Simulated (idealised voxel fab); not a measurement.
Process module name: voxel wiring stack
Section shown: cut. Width: 160 nm. Cell size: 5 nm, square.
Reading order for cross-sections: top band down to bottom band. Underlying form: a grid of square cells. Band size: one or more rows of cells.
This entry defines a band. It first specifies the height of the band's top and the height of its bottom in nm, and then specifies the band's materials from left to right, stating each material with its width in nm. The word "throughout" identifies a single material that fills the band from edge to edge, while the word "air" identifies empty space.
We count height from 0. Below that, the starting wafer is all one material. The lowest band never ends at the bottom but goes on down; see "0..down" for how that is written.
So if you see something like "30..40" for the width, read it as the top row of the band sitting at the first number and the bottom row at the second, with every row in between moving by the same amount as the last.
Reading "no change" for a step: not a cell of the cross-section changed in it.
If an empty space has no open way to the top and is at least 8 cells in size, "Sealed void inventory" lists it, written width x height at distance, where distance is measured from the left edge and every value is in nm.
Anything after a step's settings on that line? It's the simulator's own note about the step.
"overlay nm" on a masked step: distance the mask lay right of its planned place, negative for left.
Note on reading: below, each pair holds a cross-section from before one process step and one from after it; the one from after shows only down to the lowest band that changed. Beneath the pair, the step in between is stated along with its settings. The pairs can stem from different runs of this module on the same starting wafer. Where a pair's entry headed "Geometry before processing" says so, and only there, that pair continues from the pair above it.

# Geometry before processing
	50..40: lowk throughout
	40..35: lowk: 40, SiN: 30, lowk: 15, SiN: 30, lowk: 45
	35..30: SiN: 45, TiN: 20, SiN: 25, TiN: 20, SiN: 50
	30..15: W throughout
	15..0: SiO2 throughout
	0..down: Si throughout
	Sealed void inventory: none

# As Processed
	35..30: SiN: 45, TiN: 20, SiN: 25, TiN: 20, SiN: 50
	Whatever lies below 30 is exactly as it was before.
	Sealed void inventory: none
Between the two cross-sections above, the process step reads CMP: height nm 35

Geometry before processing: no separate figure, the pair right above already shows it after its step.

# As Processed
	40..35: SiCN throughout
	Whatever lies below 35 is exactly as it was before.
	Sealed void inventory: none
Between the two cross-sections above, the process step reads CONFORMAL_DEP: material SiCN, thk nm 5

Geometry before processing: no separate figure, the pair right above already shows it after its step.

# As Processed
	60..40: lowk throughout
	Whatever lies below 40 is exactly as it was before.
	Sealed void inventory: none
Between the two cross-sections above, the process step reads DIRECTIONAL_DEP: material lowk, thk nm 20

Geometry before processing: no separate figure, the pair right above already shows it after its step.

# As Processed
	75..60: resist: 45, air: 15, resist: 100
	Whatever lies below 60 is exactly as it was before.
	Sealed void inventory: none
Between the two cross-sections above, the process step reads PATTERN: tone open, mask id PLUG_1, material resist, width nm 15, thk nm 15, overlay nm 0

Geometry before processing: no separate figure, the pair right above already shows it after its step.

# As Processed
	75..60: resist: 45, air: 15, resist: 100
	60..40: lowk: 45, air: 15, lowk: 100
	Whatever lies below 40 is exactly as it was before.
	Sealed void inventory: none
Between the two cross-sections above, the process step reads DIRECTIONAL_ETCH: etch materials lowk, depth nm 20

Geometry before processing: no separate figure, the pair right above already shows it after its step.

# As Processed
	75..60: resist: 45, air: 15, resist: 100
	60..40: lowk: 45, air: 15, lowk: 100
	40..35: SiCN: 45, air: 15, SiCN: 100
	Whatever lies below 35 is exactly as it was before.
	Sealed void inventory: none
Between the two cross-sections above, the process step reads DIRECTIONAL_ETCH: etch materials SiCN, depth nm 5

Geometry before processing: no separate figure, the pair right above already shows it after its step.

# As Processed
	60..40: lowk: 45, air: 15, lowk: 100
	Whatever lies below 40 is exactly as it was before.
	Sealed void inventory: none
Between the two cross-sections above, the process step reads STRIP: etch materials resist

Geometry before processing: no separate figure, the pair right above already shows it after its step.

# As Processed
	65..60: TiN: 50, air: 5, TiN: 105
	60..40: lowk: 45, TiN: 5, air: 5, TiN: 5, lowk: 100
	40..35: SiCN: 45, TiN: 15, SiCN: 100
	Whatever lies below 35 is exactly as it was before.
	Sealed void inventory: none
Between the two cross-sections above, the process step reads CONFORMAL_DEP: material TiN, thk nm 5

Geometry before processing: no separate figure, the pair right above already shows it after its step.

# As Processed
	70..65: W throughout
	65..60: TiN: 50, W: 5, TiN: 105
	60..40: lowk: 45, TiN: 5, W: 5, TiN: 5, lowk: 100
	Whatever lies below 40 is exactly as it was before.
	Sealed void inventory: none
Between the two cross-sections above, the process step reads FILL_DEP: material W, thk nm 5

Geometry before processing: no separate figure, the pair right above already shows it after its step.

# As Processed
	60..40: lowk: 45, TiN: 5, W: 5, TiN: 5, lowk: 100
	Whatever lies below 40 is exactly as it was before.
	Sealed void inventory: none
Between the two cross-sections above, the process step reads CMP: height nm 60

Geometry before processing: no separate figure, the pair right above already shows it after its step.

# As Processed
	65..60: SiN throughout
	Whatever lies below 60 is exactly as it was before.
	Sealed void inventory: none
Between the two cross-sections above, the process step reads CONFORMAL_DEP: material SiN, thk nm 5

Geometry before processing: no separate figure, the pair right above already shows it after its step.

# As Processed
	85..65: lowk throughout
	Whatever lies below 65 is exactly as it was before.
	Sealed void inventory: none
Between the two cross-sections above, the process step reads DIRECTIONAL_DEP: material lowk, thk nm 20

Geometry before processing: no separate figure, the pair right above already shows it after its step.

# As Processed
	100..85: resist: 45, air: 20, resist: 25, air: 20, resist: 50
	Whatever lies below 85 is exactly as it was before.
	Sealed void inventory: none
Between the two cross-sections above, the process step reads PATTERN: tone open, mask id METAL_2, material resist, width nm 20, pitch nm 45, thk nm 15, overlay nm 0

Geometry before processing: no separate figure, the pair right above already shows it after its step.

# As Processed
	100..85: resist: 45, air: 20, resist: 25, air: 20, resist: 50
	85..65: lowk: 45, air: 20, lowk: 25, air: 20, lowk: 50
	Whatever lies below 65 is exactly as it was before.
	Sealed void inventory: none
Between the two cross-sections above, the process step reads DIRECTIONAL_ETCH: etch materials lowk, depth nm 20

Geometry before processing: no separate figure, the pair right above already shows it after its step.

# As Processed
	100..85: resist: 45, air: 20, resist: 25, air: 20, resist: 50
	85..65: lowk: 45, air: 20, lowk: 25, air: 20, lowk: 50
	65..60: SiN: 45, air: 20, SiN: 25, air: 20, SiN: 50
	Whatever lies below 60 is exactly as it was before.
	Sealed void inventory: none
Between the two cross-sections above, the process step reads DIRECTIONAL_ETCH: etch materials SiN, depth nm 5

Geometry before processing: no separate figure, the pair right above already shows it after its step.

# As Processed
	85..65: lowk: 45, air: 20, lowk: 25, air: 20, lowk: 50
	Whatever lies below 65 is exactly as it was before.
	Sealed void inventory: none
Between the two cross-sections above, the process step reads STRIP: etch materials resist

Geometry before processing: no separate figure, the pair right above already shows it after its step.

# As Processed
	90..85: TiN: 50, air: 10, TiN: 35, air: 10, TiN: 55
	85..65: lowk: 45, TiN: 5, air: 10, TiN: 5, lowk: 25, TiN: 5, air: 10, TiN: 5, lowk: 50
	65..60: SiN: 45, TiN: 20, SiN: 25, TiN: 20, SiN: 50
	Whatever lies below 60 is exactly as it was before.
	Sealed void inventory: none
Between the two cross-sections above, the process step reads CONFORMAL_DEP: material TiN, thk nm 5

Geometry before processing: no separate figure, the pair right above already shows it after its step.

# As Processed
	95..90: Ru throughout
	90..85: TiN: 50, Ru: 10, TiN: 35, Ru: 10, TiN: 55
	85..65: lowk: 45, TiN: 5, Ru: 10, TiN: 5, lowk: 25, TiN: 5, Ru: 10, TiN: 5, lowk: 50
	Whatever lies below 65 is exactly as it was before.
	Sealed void inventory: none
Between the two cross-sections above, the process step reads FILL_DEP: material Ru, thk nm 5

Geometry before processing: no separate figure, the pair right above already shows it after its step.

# As Processed
	85..65: lowk: 45, TiN: 5, Ru: 10, TiN: 5, lowk: 25, TiN: 5, Ru: 10, TiN: 5, lowk: 50
	Whatever lies below 65 is exactly as it was before.
	Sealed void inventory: none
Between the two cross-sections above, the process step reads CMP: height nm 85

Geometry before processing: no separate figure, the pair right above already shows it after its step.

# As Processed
	90..85: SiCN throughout
	Whatever lies below 85 is exactly as it was before.
	Sealed void inventory: none
Between the two cross-sections above, the process step reads CONFORMAL_DEP: material SiCN, thk nm 5

Geometry before processing: no separate figure, the pair right above already shows it after its step.

# As Processed
	100..90: lowk throughout
	Whatever lies below 90 is exactly as it was before.
	Sealed void inventory: none
Between the two cross-sections above, the process step reads DIRECTIONAL_DEP: material lowk, thk nm 10

Geometry before processing: no separate figure, the pair right above already shows it after its step.

# As Processed
	100..90: lowk: 45, air: 15, lowk: 30, air: 15, lowk: 55
	Whatever lies below 90 is exactly as it was before.
	Sealed void inventory: none
Between the two cross-sections above, the process step reads MASKED_ETCH: tone open, mask id PLUG_2, width nm 15, pitch nm 45, etch materials lowk, depth nm 10, overlay nm 0

Geometry before processing: no separate figure, the pair right above already shows it after its step.

# As Processed
	100..90: lowk: 45, air: 15, lowk: 30, air: 15, lowk: 55
	90..85: SiCN: 45, air: 15, SiCN: 30, air: 15, SiCN: 55
	Whatever lies below 85 is exactly as it was before.
	Sealed void inventory: none
Between the two cross-sections above, the process step reads MASKED_ETCH: tone open, mask id PLUG_2, width nm 15, pitch nm 45, etch materials SiCN, depth nm 5, overlay nm 0

Geometry before processing: no separate figure, the pair right above already shows it after its step.

# As Processed
	100..95: lowk: 45, air: 15, lowk: 30, air: 15, lowk: 55
	95..90: lowk: 45, Ru: 15, lowk: 30, Ru: 15, lowk: 55
	90..85: SiCN: 45, Ru: 15, SiCN: 30, Ru: 15, SiCN: 55
	Whatever lies below 85 is exactly as it was before.
	Sealed void inventory: none
Between the two cross-sections above, the process step reads EPI: material Ru, thk nm 10

Geometry before processing: no separate figure, the pair right above already shows it after its step.

# As Processed
	100..90: lowk: 45, Ru: 15, lowk: 30, Ru: 15, lowk: 55
	Whatever lies below 90 is exactly as it was before.
	Sealed void inventory: none
Between the two cross-sections above, the process step reads EPI: material Ru, thk nm 5

Geometry before processing: no separate figure, the pair right above already shows it after its step.

# As Processed
	105..100: SiCN throughout
	Whatever lies below 100 is exactly as it was before.
	Sealed void inventory: none
Between the two cross-sections above, the process step reads CONFORMAL_DEP: material SiCN, thk nm 5

Geometry before processing: no separate figure, the pair right above already shows it after its step.

# As Processed
	125..105: SiO2 throughout
	Whatever lies below 105 is exactly as it was before.
	Sealed void inventory: none
Between the two cross-sections above, the process step reads DIRECTIONAL_DEP: material SiO2, thk nm 20

Geometry before processing: no separate figure, the pair right above already shows it after its step.

# As Processed
	145..125: resist: 45, air: 20, resist: 25, air: 20, resist: 50
	Whatever lies below 125 is exactly as it was before.
	Sealed void inventory: none
Between the two cross-sections above, the process step reads PATTERN: tone open, mask id METAL_3, material resist, width nm 20, pitch nm 45, thk nm 20, overlay nm 0

Geometry before processing: no separate figure, the pair right above already shows it after its step.

# As Processed
	145..125: resist: 45, air: 20, resist: 25, air: 20, resist: 50
	125..105: SiO2: 45, air: 20, SiO2: 25, air: 20, SiO2: 50
	Whatever lies below 105 is exactly as it was before.
	Sealed void inventory: none
Between the two cross-sections above, the process step reads DIRECTIONAL_ETCH: etch materials SiO2, depth nm 20

Geometry before processing: no separate figure, the pair right above already shows it after its step.

# As Processed
	145..125: resist: 45, air: 20, resist: 25, air: 20, resist: 50
	125..105: SiO2: 45, air: 20, SiO2: 25, air: 20, SiO2: 50
	105..100: SiCN: 45, air: 20, SiCN: 25, air: 20, SiCN: 50
	Whatever lies below 100 is exactly as it was before.
	Sealed void inventory: none
Between the two cross-sections above, the process step reads DIRECTIONAL_ETCH: etch materials SiCN, depth nm 5

Geometry before processing: no separate figure, the pair right above already shows it after its step.

# As Processed
	125..105: SiO2: 45, air: 20, SiO2: 25, air: 20, SiO2: 50
	Whatever lies below 105 is exactly as it was before.
	Sealed void inventory: none
Between the two cross-sections above, the process step reads STRIP: etch materials resist

Geometry before processing: no separate figure, the pair right above already shows it after its step.

# As Processed
	130..125: TiN: 50, air: 10, TiN: 35, air: 10, TiN: 55
	125..105: SiO2: 45, TiN: 5, air: 10, TiN: 5, SiO2: 25, TiN: 5, air: 10, TiN: 5, SiO2: 50
	105..100: SiCN: 45, TiN: 20, SiCN: 25, TiN: 20, SiCN: 50
	Whatever lies below 100 is exactly as it was before.
	Sealed void inventory: none
Between the two cross-sections above, the process step reads CONFORMAL_DEP: material TiN, thk nm 5

Geometry before processing: no separate figure, the pair right above already shows it after its step.

# As Processed
	135..130: Cu throughout
	130..125: TiN: 50, Cu: 10, TiN: 35, Cu: 10, TiN: 55
	125..105: SiO2: 45, TiN: 5, Cu: 10, TiN: 5, SiO2: 25, TiN: 5, Cu: 10, TiN: 5, SiO2: 50
	Whatever lies below 105 is exactly as it was before.
	Sealed void inventory: none
Between the two cross-sections above, the process step reads FILL_DEP: material Cu, thk nm 5

Geometry before processing: no separate figure, the pair right above already shows it after its step.

# As Processed
	125..105: SiO2: 45, TiN: 5, Cu: 10, TiN: 5, SiO2: 25, TiN: 5, Cu: 10, TiN: 5, SiO2: 50
	Whatever lies below 105 is exactly as it was before.
	Sealed void inventory: none
Between the two cross-sections above, the process step reads CMP: height nm 125

Geometry before processing: no separate figure, the pair right above already shows it after its step.

# As Processed
	130..125: air: 40, Ru: 30, air: 15, Ru: 30, air: 45
	Whatever lies below 125 is exactly as it was before.
	Sealed void inventory: none
Between the two cross-sections above, the process step reads EPI: material Ru, thk nm 5

Geometry before processing: no separate figure, the pair right above already shows it after its step.

# As Processed
	135..130: SiCN throughout
	130..125: SiCN: 40, Ru: 30, SiCN: 15, Ru: 30, SiCN: 45
	Whatever lies below 125 is exactly as it was before.
	Sealed void inventory: none
Between the two cross-sections above, the process step reads FILL_DEP: material SiCN, thk nm 5

# Geometry before processing
	65..60: SiN throughout
	60..40: lowk: 45, TiN: 5, W: 5, TiN: 5, lowk: 100
	40..35: SiCN: 45, TiN: 15, SiCN: 100
	35..20: lowk: 40, SiN: 5, W: 20, SiN: 5, lowk: 15, SiN: 5, W: 20, SiN: 5, lowk: 45
	20..15: SiN: 45, TiN: 20, SiN: 25, TiN: 20, SiN: 50
	15..0: SiO2 throughout
	0..down: Si throughout
	Sealed void inventory: none

# As Processed
	80..65: lowk throughout
	Whatever lies below 65 is exactly as it was before.
	Sealed void inventory: none
Between the two cross-sections above, the process step reads DIRECTIONAL_DEP: material lowk, thk nm 15

Geometry before processing: no separate figure, the pair right above already shows it after its step.

# As Processed
	95..80: resist: 45, air: 20, resist: 25, air: 20, resist: 50
	Whatever lies below 80 is exactly as it was before.
	Sealed void inventory: none
Between the two cross-sections above, the process step reads PATTERN: tone open, mask id METAL_2, material resist, width nm 20, pitch nm 45, thk nm 15, overlay nm 0

Geometry before processing: no separate figure, the pair right above already shows it after its step.

# As Processed
	95..80: resist: 45, air: 20, resist: 25, air: 20, resist: 50
	80..65: lowk: 45, air: 20, lowk: 25, air: 20, lowk: 50
	Whatever lies below 65 is exactly as it was before.
	Sealed void inventory: none
Between the two cross-sections above, the process step reads DIRECTIONAL_ETCH: etch materials lowk, depth nm 20

Geometry before processing: no separate figure, the pair right above already shows it after its step.

# As Processed
	95..80: resist: 45, air: 20, resist: 25, air: 20, resist: 50
	80..65: lowk: 45, air: 20, lowk: 25, air: 20, lowk: 50
	65..60: SiN: 45, air: 20, SiN: 25, air: 20, SiN: 50
	Whatever lies below 60 is exactly as it was before.
	Sealed void inventory: none
Between the two cross-sections above, the process step reads DIRECTIONAL_ETCH: etch materials SiN, depth nm 5

Geometry before processing: no separate figure, the pair right above already shows it after its step.

# As Processed
	80..65: lowk: 45, air: 20, lowk: 25, air: 20, lowk: 50
	Whatever lies below 65 is exactly as it was before.
	Sealed void inventory: none
Between the two cross-sections above, the process step reads STRIP: etch materials resist

Geometry before processing: no separate figure, the pair right above already shows it after its step.

# As Processed
	85..80: TiN: 50, air: 10, TiN: 35, air: 10, TiN: 55
	80..65: lowk: 45, TiN: 5, air: 10, TiN: 5, lowk: 25, TiN: 5, air: 10, TiN: 5, lowk: 50
	65..60: SiN: 45, TiN: 20, SiN: 25, TiN: 20, SiN: 50
	Whatever lies below 60 is exactly as it was before.
	Sealed void inventory: none
Between the two cross-sections above, the process step reads CONFORMAL_DEP: material TiN, thk nm 5

Geometry before processing: no separate figure, the pair right above already shows it after its step.

# As Processed
	90..85: Ru throughout
	85..80: TiN: 50, Ru: 10, TiN: 35, Ru: 10, TiN: 55
	80..65: lowk: 45, TiN: 5, Ru: 10, TiN: 5, lowk: 25, TiN: 5, Ru: 10, TiN: 5, lowk: 50
	Whatever lies below 65 is exactly as it was before.
	Sealed void inventory: none
Between the two cross-sections above, the process step reads FILL_DEP: material Ru, thk nm 5

Geometry before processing: no separate figure, the pair right above already shows it after its step.

# As Processed
	85..80: TiN: 50, Ru: 10, TiN: 35, Ru: 10, TiN: 55
	Whatever lies below 80 is exactly as it was before.
	Sealed void inventory: none
Between the two cross-sections above, the process step reads CMP: height nm 85

Geometry before processing: no separate figure, the pair right above already shows it after its step.

# As Processed
	90..85: SiCN throughout
	Whatever lies below 85 is exactly as it was before.
	Sealed void inventory: none
Between the two cross-sections above, the process step reads CONFORMAL_DEP: material SiCN, thk nm 5

Geometry before processing: no separate figure, the pair right above already shows it after its step.

# As Processed
	100..90: lowk throughout
	Whatever lies below 90 is exactly as it was before.
	Sealed void inventory: none
Between the two cross-sections above, the process step reads DIRECTIONAL_DEP: material lowk, thk nm 10

Geometry before processing: no separate figure, the pair right above already shows it after its step.

# As Processed
	100..90: lowk: 45, air: 15, lowk: 30, air: 15, lowk: 55
	Whatever lies below 90 is exactly as it was before.
	Sealed void inventory: none
Between the two cross-sections above, the process step reads MASKED_ETCH: tone open, mask id PLUG_2, width nm 15, pitch nm 45, etch materials lowk, depth nm 10, overlay nm 0

Geometry before processing: no separate figure, the pair right above already shows it after its step.

# As Processed
	100..90: lowk: 45, air: 15, lowk: 30, air: 15, lowk: 55
	90..85: SiCN: 45, air: 15, SiCN: 30, air: 15, SiCN: 55
	Whatever lies below 85 is exactly as it was before.
	Sealed void inventory: none
Between the two cross-sections above, the process step reads MASKED_ETCH: tone open, mask id PLUG_2, width nm 15, pitch nm 45, etch materials SiCN, depth nm 5, overlay nm 0

Geometry before processing: no separate figure, the pair right above already shows it after its step.

# As Processed
	100..95: lowk: 45, air: 15, lowk: 30, air: 15, lowk: 55
	95..90: lowk: 45, Ru: 15, lowk: 30, Ru: 15, lowk: 55
	90..85: SiCN: 45, Ru: 15, SiCN: 30, Ru: 15, SiCN: 55
	Whatever lies below 85 is exactly as it was before.
	Sealed void inventory: none
Between the two cross-sections above, the process step reads EPI: material Ru, thk nm 10

Geometry before processing: no separate figure, the pair right above already shows it after its step.

# As Processed
	100..90: lowk: 45, Ru: 15, lowk: 30, Ru: 15, lowk: 55
	Whatever lies below 90 is exactly as it was before.
	Sealed void inventory: none
Between the two cross-sections above, the process step reads EPI: material Ru, thk nm 5

Geometry before processing: no separate figure, the pair right above already shows it after its step.

# As Processed
	105..100: SiCN throughout
	Whatever lies below 100 is exactly as it was before.
	Sealed void inventory: none
Between the two cross-sections above, the process step reads CONFORMAL_DEP: material SiCN, thk nm 5

Geometry before processing: no separate figure, the pair right above already shows it after its step.

# As Processed
	125..105: SiO2 throughout
	Whatever lies below 105 is exactly as it was before.
	Sealed void inventory: none
Between the two cross-sections above, the process step reads DIRECTIONAL_DEP: material SiO2, thk nm 20

Geometry before processing: no separate figure, the pair right above already shows it after its step.

# As Processed
	145..125: resist: 45, air: 20, resist: 25, air: 20, resist: 50
	Whatever lies below 125 is exactly as it was before.
	Sealed void inventory: none
Between the two cross-sections above, the process step reads PATTERN: tone open, mask id METAL_3, material resist, width nm 20, pitch nm 45, thk nm 20, overlay nm 0

Geometry before processing: no separate figure, the pair right above already shows it after its step.

# As Processed
	145..125: resist: 45, air: 20, resist: 25, air: 20, resist: 50
	125..105: SiO2: 45, air: 20, SiO2: 25, air: 20, SiO2: 50
	Whatever lies below 105 is exactly as it was before.
	Sealed void inventory: none
Between the two cross-sections above, the process step reads DIRECTIONAL_ETCH: etch materials SiO2, depth nm 20

Geometry before processing: no separate figure, the pair right above already shows it after its step.

# As Processed
	145..125: resist: 45, air: 20, resist: 25, air: 20, resist: 50
	125..105: SiO2: 45, air: 20, SiO2: 25, air: 20, SiO2: 50
	105..100: SiCN: 45, air: 20, SiCN: 25, air: 20, SiCN: 50
	Whatever lies below 100 is exactly as it was before.
	Sealed void inventory: none
Between the two cross-sections above, the process step reads DIRECTIONAL_ETCH: etch materials SiCN, depth nm 5

Geometry before processing: no separate figure, the pair right above already shows it after its step.

# As Processed
	125..105: SiO2: 45, air: 20, SiO2: 25, air: 20, SiO2: 50
	Whatever lies below 105 is exactly as it was before.
	Sealed void inventory: none
Between the two cross-sections above, the process step reads STRIP: etch materials resist

Geometry before processing: no separate figure, the pair right above already shows it after its step.

# As Processed
	130..125: TiN: 50, air: 10, TiN: 35, air: 10, TiN: 55
	125..105: SiO2: 45, TiN: 5, air: 10, TiN: 5, SiO2: 25, TiN: 5, air: 10, TiN: 5, SiO2: 50
	105..100: SiCN: 45, TiN: 20, SiCN: 25, TiN: 20, SiCN: 50
	Whatever lies below 100 is exactly as it was before.
	Sealed void inventory: none
Between the two cross-sections above, the process step reads CONFORMAL_DEP: material TiN, thk nm 5

Geometry before processing: no separate figure, the pair right above already shows it after its step.

# As Processed
	135..130: Cu throughout
	130..125: TiN: 50, Cu: 10, TiN: 35, Cu: 10, TiN: 55
	125..105: SiO2: 45, TiN: 5, Cu: 10, TiN: 5, SiO2: 25, TiN: 5, Cu: 10, TiN: 5, SiO2: 50
	Whatever lies below 105 is exactly as it was before.
	Sealed void inventory: none
Between the two cross-sections above, the process step reads FILL_DEP: material Cu, thk nm 5

Geometry before processing: no separate figure, the pair right above already shows it after its step.

# As Processed
	125..105: SiO2: 45, TiN: 5, Cu: 10, TiN: 5, SiO2: 25, TiN: 5, Cu: 10, TiN: 5, SiO2: 50
	Whatever lies below 105 is exactly as it was before.
	Sealed void inventory: none
Between the two cross-sections above, the process step reads CMP: height nm 125

Geometry before processing: no separate figure, the pair right above already shows it after its step.

# As Processed
	130..125: air: 40, Ru: 30, air: 15, Ru: 30, air: 45
	Whatever lies below 125 is exactly as it was before.
	Sealed void inventory: none
Between the two cross-sections above, the process step reads EPI: material Ru, thk nm 5

Geometry before processing: no separate figure, the pair right above already shows it after its step.

# As Processed
	135..130: SiCN throughout
	130..125: SiCN: 40, Ru: 30, SiCN: 15, Ru: 30, SiCN: 45
	Whatever lies below 125 is exactly as it was before.
	Sealed void inventory: none
Between the two cross-sections above, the process step reads FILL_DEP: material SiCN, thk nm 5

# Geometry before processing
	60..40: lowk throughout
	40..35: SiCN throughout
	35..20: lowk: 40, SiN: 5, W: 20, SiN: 5, lowk: 15, SiN: 5, W: 20, SiN: 5, lowk: 45
	20..15: SiN: 45, TiN: 20, SiN: 25, TiN: 20, SiN: 50
	15..0: SiO2 throughout
	0..down: Si throughout
	Sealed void inventory: none

# As Processed
	75..60: resist: 40, air: 25, resist: 95
	Whatever lies below 60 is exactly as it was before.
	Sealed void inventory: none
Between the two cross-sections above, the process step reads PATTERN: tone open, mask id PLUG_1, material resist, width nm 25, thk nm 15, overlay nm 0

Geometry before processing: no separate figure, the pair right above already shows it after its step.

# As Processed
	75..60: resist: 40, air: 25, resist: 95
	60..40: lowk: 40, air: 25, lowk: 95
	Whatever lies below 40 is exactly as it was before.
	Sealed void inventory: none
Between the two cross-sections above, the process step reads DIRECTIONAL_ETCH: etch materials lowk, depth nm 20

Geometry before processing: no separate figure, the pair right above already shows it after its step.

# As Processed
	75..60: resist: 40, air: 25, resist: 95
	60..40: lowk: 40, air: 25, lowk: 95
	40..35: SiCN: 40, air: 25, SiCN: 95
	Whatever lies below 35 is exactly as it was before.
	Sealed void inventory: none
Between the two cross-sections above, the process step reads DIRECTIONAL_ETCH: etch materials SiCN, depth nm 5

Geometry before processing: no separate figure, the pair right above already shows it after its step.

# As Processed
	60..40: lowk: 40, air: 25, lowk: 95
	Whatever lies below 40 is exactly as it was before.
	Sealed void inventory: none
Between the two cross-sections above, the process step reads STRIP: etch materials resist

Geometry before processing: no separate figure, the pair right above already shows it after its step.

# As Processed
	65..60: TiN: 45, air: 15, TiN: 100
	60..40: lowk: 40, TiN: 5, air: 15, TiN: 5, lowk: 95
	40..35: SiCN: 40, TiN: 25, SiCN: 95
	Whatever lies below 35 is exactly as it was before.
	Sealed void inventory: none
Between the two cross-sections above, the process step reads CONFORMAL_DEP: material TiN, thk nm 5

Geometry before processing: no separate figure, the pair right above already shows it after its step.

# As Processed
	70..65: W throughout
	65..60: TiN: 45, W: 15, TiN: 100
	60..40: lowk: 40, TiN: 5, W: 15, TiN: 5, lowk: 95
	Whatever lies below 40 is exactly as it was before.
	Sealed void inventory: none
Between the two cross-sections above, the process step reads FILL_DEP: material W, thk nm 5

Geometry before processing: no separate figure, the pair right above already shows it after its step.

# As Processed
	60..40: lowk: 40, TiN: 5, W: 15, TiN: 5, lowk: 95
	Whatever lies below 40 is exactly as it was before.
	Sealed void inventory: none
Between the two cross-sections above, the process step reads CMP: height nm 60

Geometry before processing: no separate figure, the pair right above already shows it after its step.

# As Processed
	65..60: SiN throughout
	Whatever lies below 60 is exactly as it was before.
	Sealed void inventory: none
Between the two cross-sections above, the process step reads CONFORMAL_DEP: material SiN, thk nm 5

Geometry before processing: no separate figure, the pair right above already shows it after its step.

# As Processed
	85..65: lowk throughout
	Whatever lies below 65 is exactly as it was before.
	Sealed void inventory: none
Between the two cross-sections above, the process step reads DIRECTIONAL_DEP: material lowk, thk nm 20

Geometry before processing: no separate figure, the pair right above already shows it after its step.

# As Processed
	100..85: resist: 45, air: 20, resist: 25, air: 20, resist: 50
	Whatever lies below 85 is exactly as it was before.
	Sealed void inventory: none
Between the two cross-sections above, the process step reads PATTERN: tone open, mask id METAL_2, material resist, width nm 20, pitch nm 45, thk nm 15, overlay nm 0

Geometry before processing: no separate figure, the pair right above already shows it after its step.

# As Processed
	100..85: resist: 45, air: 20, resist: 25, air: 20, resist: 50
	85..65: lowk: 45, air: 20, lowk: 25, air: 20, lowk: 50
	Whatever lies below 65 is exactly as it was before.
	Sealed void inventory: none
Between the two cross-sections above, the process step reads DIRECTIONAL_ETCH: etch materials lowk, depth nm 20

Geometry before processing: no separate figure, the pair right above already shows it after its step.

# As Processed
	100..85: resist: 45, air: 20, resist: 25, air: 20, resist: 50
	85..65: lowk: 45, air: 20, lowk: 25, air: 20, lowk: 50
	65..60: SiN: 45, air: 20, SiN: 25, air: 20, SiN: 50
	Whatever lies below 60 is exactly as it was before.
	Sealed void inventory: none
Between the two cross-sections above, the process step reads DIRECTIONAL_ETCH: etch materials SiN, depth nm 5

Geometry before processing: no separate figure, the pair right above already shows it after its step.

# As Processed
	85..65: lowk: 45, air: 20, lowk: 25, air: 20, lowk: 50
	Whatever lies below 65 is exactly as it was before.
	Sealed void inventory: none
Between the two cross-sections above, the process step reads STRIP: etch materials resist

Geometry before processing: no separate figure, the pair right above already shows it after its step.

# As Processed
	90..85: TiN: 50, air: 10, TiN: 35, air: 10, TiN: 55
	85..65: lowk: 45, TiN: 5, air: 10, TiN: 5, lowk: 25, TiN: 5, air: 10, TiN: 5, lowk: 50
	65..60: SiN: 45, TiN: 20, SiN: 25, TiN: 20, SiN: 50
	Whatever lies below 60 is exactly as it was before.
	Sealed void inventory: none
Between the two cross-sections above, the process step reads CONFORMAL_DEP: material TiN, thk nm 5

Geometry before processing: no separate figure, the pair right above already shows it after its step.

# As Processed
	95..90: Ru throughout
	90..85: TiN: 50, Ru: 10, TiN: 35, Ru: 10, TiN: 55
	85..65: lowk: 45, TiN: 5, Ru: 10, TiN: 5, lowk: 25, TiN: 5, Ru: 10, TiN: 5, lowk: 50
	Whatever lies below 65 is exactly as it was before.
	Sealed void inventory: none
Between the two cross-sections above, the process step reads FILL_DEP: material Ru, thk nm 5

Geometry before processing: no separate figure, the pair right above already shows it after its step.

# As Processed
	85..65: lowk: 45, TiN: 5, Ru: 10, TiN: 5, lowk: 25, TiN: 5, Ru: 10, TiN: 5, lowk: 50
	Whatever lies below 65 is exactly as it was before.
	Sealed void inventory: none
Between the two cross-sections above, the process step reads CMP: height nm 85

Geometry before processing: no separate figure, the pair right above already shows it after its step.

# As Processed
	90..85: SiCN throughout
	Whatever lies below 85 is exactly as it was before.
	Sealed void inventory: none
Between the two cross-sections above, the process step reads CONFORMAL_DEP: material SiCN, thk nm 5

Geometry before processing: no separate figure, the pair right above already shows it after its step.

# As Processed
	100..90: lowk throughout
	Whatever lies below 90 is exactly as it was before.
	Sealed void inventory: none
Between the two cross-sections above, the process step reads DIRECTIONAL_DEP: material lowk, thk nm 10

Geometry before processing: no separate figure, the pair right above already shows it after its step.

# As Processed
	100..90: lowk: 45, air: 15, lowk: 30, air: 15, lowk: 55
	Whatever lies below 90 is exactly as it was before.
	Sealed void inventory: none
Between the two cross-sections above, the process step reads MASKED_ETCH: tone open, mask id PLUG_2, width nm 15, pitch nm 45, etch materials lowk, depth nm 10, overlay nm 0

Geometry before processing: no separate figure, the pair right above already shows it after its step.

# As Processed
	100..90: lowk: 45, air: 15, lowk: 30, air: 15, lowk: 55
	90..85: SiCN: 45, air: 15, SiCN: 30, air: 15, SiCN: 55
	Whatever lies below 85 is exactly as it was before.
	Sealed void inventory: none
Between the two cross-sections above, the process step reads MASKED_ETCH: tone open, mask id PLUG_2, width nm 15, pitch nm 45, etch materials SiCN, depth nm 5, overlay nm 0

Geometry before processing: no separate figure, the pair right above already shows it after its step.

# As Processed
	100..95: lowk: 45, air: 15, lowk: 30, air: 15, lowk: 55
	95..90: lowk: 45, Ru: 15, lowk: 30, Ru: 15, lowk: 55
	90..85: SiCN: 45, Ru: 15, SiCN: 30, Ru: 15, SiCN: 55
	Whatever lies below 85 is exactly as it was before.
	Sealed void inventory: none
Between the two cross-sections above, the process step reads EPI: material Ru, thk nm 10

Geometry before processing: no separate figure, the pair right above already shows it after its step.

# As Processed
	100..90: lowk: 45, Ru: 15, lowk: 30, Ru: 15, lowk: 55
	Whatever lies below 90 is exactly as it was before.
	Sealed void inventory: none
Between the two cross-sections above, the process step reads EPI: material Ru, thk nm 5

Geometry before processing: no separate figure, the pair right above already shows it after its step.

# As Processed
	105..100: SiCN throughout
	Whatever lies below 100 is exactly as it was before.
	Sealed void inventory: none
Between the two cross-sections above, the process step reads CONFORMAL_DEP: material SiCN, thk nm 5
